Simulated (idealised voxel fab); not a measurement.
The document below concerns the process module designated voxel capacitor over wiring.
Each square cell in cross-section cut measures 5 nm, and the section as a whole is 145 nm wide.
Notation: cross-section as square-cell grid; stated in bands, top first, going down; one or more cell rows per band. Band: top height; bottom height; in nm. Then, left to right: material with width in nm, for each material. "all across": a single material spanning edge to edge. "air": empty space. Zero point of the height axis is 0; under it, received wafer = one material. Lowest band: continues down indefinitely, "0 and below". A width such as "30 to 40" changes by the same amount from each row of cells to the next, from the band's top row to its bottom row. What does "changes: none" mean for a step? It means no cell of the cross-section changed in that step. "Fully closed voids" contains a list of empty spaces, each no smaller than 8 cells and without an open way to the top, written in the form width x height at distance with the distance from the left edge and all three in nm. The remark found on a step's line after its settings is issued by the simulator itself and pertains to that step. overlay nm: where the mask lay relative to plan, measured to the right, on steps with a mask; negatives go left.
## These are the steps we planned for the process
1: RECEIVE with material Si
2: CONFORMAL_DEP with material SiO2, thk nm 15
3: DIRECTIONAL_DEP with material TiN, thk nm 5
4: DIRECTIONAL_DEP with material Ru, thk nm 15
5: PATTERN with tone cover, mask id METAL_1, material resist, width nm 25, pitch nm 75, thk nm 20, overlay nm 0
6: DIRECTIONAL_ETCH with etch materials Ru, depth nm 15
7: DIRECTIONAL_ETCH with etch materials TiN, depth nm 5
8: STRIP with etch materials resist
9: FILL_DEP with material SiO2, thk nm 10
10: CMP with height nm 35
11: CONFORMAL_DEP with material SiCN, thk nm 5
12: DIRECTIONAL_DEP with material SiO2, thk nm 10
13: DIRECTIONAL_DEP with material aC, thk nm 15
14: PATTERN with tone open, mask id PLUG_1, material resist, width nm 15, thk nm 30, overlay nm 0
15: DIRECTIONAL_ETCH with etch materials aC, depth nm 15
16: STRIP with etch materials resist
17: DIRECTIONAL_ETCH with etch materials SiO2, depth nm 10
18: DIRECTIONAL_ETCH with etch materials SiCN, depth nm 5
19: STRIP with etch materials aC
20: CONFORMAL_DEP with material TiN, thk nm 5
21: FILL_DEP with material W, thk nm 5
22: CMP with height nm 50
23: DIRECTIONAL_DEP with material TiN, thk nm 5
24: DIRECTIONAL_DEP with material Al2O3, thk nm 5
25: DIRECTIONAL_DEP with material TiN, thk nm 10
26: DIRECTIONAL_DEP with material aC, thk nm 10
27: PATTERN with tone cover, mask id UPPER_PLATE, material resist, width nm 55, thk nm 25, overlay nm 0
28: DIRECTIONAL_ETCH with etch materials aC, depth nm 10
29: STRIP with etch materials resist
30: DIRECTIONAL_ETCH with etch materials TiN, depth nm 10
31: DIRECTIONAL_ETCH with etch materials Al2O3, depth nm 5
32: STRIP with etch materials aC
33: PATTERN with tone cover, mask id LOWER_PLATE, material resist, width nm 65, thk nm 15, overlay nm 0
34: DIRECTIONAL_ETCH with etch materials TiN, depth nm 5
35: STRIP with etch materials resist
36: FILL_DEP with material SiO2, thk nm 20
37: CMP with height nm 85
38: PATTERN with tone open, mask id PLUG_2, material resist, width nm 15, thk nm 20, overlay nm 0
39: DIRECTIONAL_ETCH with etch materials SiO2, depth nm 15
40: STRIP with etch materials resist
41: CONFORMAL_DEP with material TiN, thk nm 5
42: FILL_DEP with material Ru, thk nm 5
43: CMP with height nm 85
44: CONFORMAL_DEP with material SiN, thk nm 5
## Cross-section: wafer on arrival = after step 1
* 0 and below: Si all across
* Fully closed voids: none
## First of two wafers: cross-section at end of module, run per plan
* 90 down to 85: SiN all across
* 85 down to 75: SiO2 (40) / TiN (5) / Ru (5) / TiN (5) / SiO2 (90)
* 75 down to 70: SiO2 (40) / TiN (15) / SiO2 (90)
* 70 down to 60: SiO2 (30) / TiN (55) / SiO2 (60)
* 60 down to 55: SiO2 (30) / Al2O3 (55) / SiO2 (60)
* 55 down to 50: SiO2 (25) / TiN (65) / SiO2 (55)
* 50 down to 40: SiO2 (30) / TiN (5) / W (5) / TiN (5) / SiO2 (100)
* 40 down to 35: SiCN (30) / TiN (15) / SiCN (100)
* 35 down to 20: SiO2 (20) / Ru (25) / SiO2 (50) / Ru (25) / SiO2 (25)
* 20 down to 15: SiO2 (20) / TiN (25) / SiO2 (50) / TiN (25) / SiO2 (25)
* 15 down to 0: SiO2 all across
* 0 and below: Si all across
* Fully closed voids: none
## Wafer two (of two), end-of-module cross-section: start = wafer one, plan = wafer one, one run mistake
* 90 down to 85: SiN all across
* 85 down to 75: SiO2 (40) / TiN (5) / Ru (5) / TiN (5) / SiO2 (90)
* 75 down to 70: SiO2 (40) / TiN (15) / SiO2 (90)
* 70 down to 60: SiO2 (35) / TiN (45) / SiO2 (65)
* 60 down to 55: SiO2 (35) / Al2O3 (45) / SiO2 (65)
* 55 down to 50: SiO2 (25) / TiN (65) / SiO2 (55)
* 50 down to 40: SiO2 (30) / TiN (5) / W (5) / TiN (5) / SiO2 (100)
* 40 down to 35: SiCN (30) / TiN (15) / SiCN (100)
* 35 down to 20: SiO2 (20) / Ru (25) / SiO2 (50) / Ru (25) / SiO2 (25)
* 20 down to 15: SiO2 (20) / TiN (25) / SiO2 (50) / TiN (25) / SiO2 (25)
* 15 down to 0: SiO2 all across
* 0 and below: Si all across
* Fully closed voids: none
Nonconformance to the process plan: in deviation from the planned setting, step 27 was conducted as PATTERN with tone cover, mask id UPPER_PLATE, material resist, width nm 45, thk nm 25, overlay nm 0
Wrapping up, a cell-based count of both wafers puts the second over or under the first for these materials: Al2O3: 2 fewer, SiO2: 6 more, TiN: 4 fewer
